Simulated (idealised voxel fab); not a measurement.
process module | voxel spacer lines
cross-section cut | 165 nm wide | cells 5 nm
A cross-section is a grid of square cells, given in bands from the top down. A band is one or more rows of cells.
Each band's line starts with the height of the band's top and of its bottom, in nm. Then come its materials from left to right, each with its width in nm. One material with "throughout" fills the band from edge to edge. "air" is empty space.
Height 0 is the level under which the wafer as received is all one material. The lowest band goes on downwards, as in "0 down".
A width such as "30 to 40" changes by the same amount from each row of cells to the next, from the band's top row to its bottom row.
"no change" after a step means that no cell of the cross-section changed.
closed voids: empty space of 8 cells or more with no open way to the top, each as width x height at its distance from the left edge, in nm
after a step's settings: what the simulator itself notes on the step
overlay nm, on a step with a mask: how far to the right of its planned place the mask lay; to the left if negative
plan
1 op RECEIVE | material Si
2 op CONFORMAL_DEP | material Al2O3 | thk nm 5
3 op DIRECTIONAL_DEP | material polySi | thk nm 20
4 op DIRECTIONAL_DEP | material aC | thk nm 30
5 op PATTERN | tone cover | mask id MANDREL | material resist | width nm 20 | pitch nm 70 | thk nm 35 | overlay nm 0
6 op DIRECTIONAL_ETCH | etch materials aC | depth nm 30
7 op STRIP | etch materials resist
8 op CONFORMAL_DEP | material SiO2 | thk nm 15
9 op DIRECTIONAL_ETCH | etch materials SiO2 | depth nm 15
10 op STRIP | etch materials aC
11 op DIRECTIONAL_ETCH | etch materials polySi | depth nm 20
12 op STRIP | etch materials SiO2
as received, after step 1
  0 down: Si throughout
  closed voids: none
a wafer at the end: this start, this plan, one mistake
  35 to 5: aC throughout
  5 to 0: Al2O3 throughout
  0 down: Si throughout
  closed voids: none
what went wrong: steps 3 and 4 were swapped
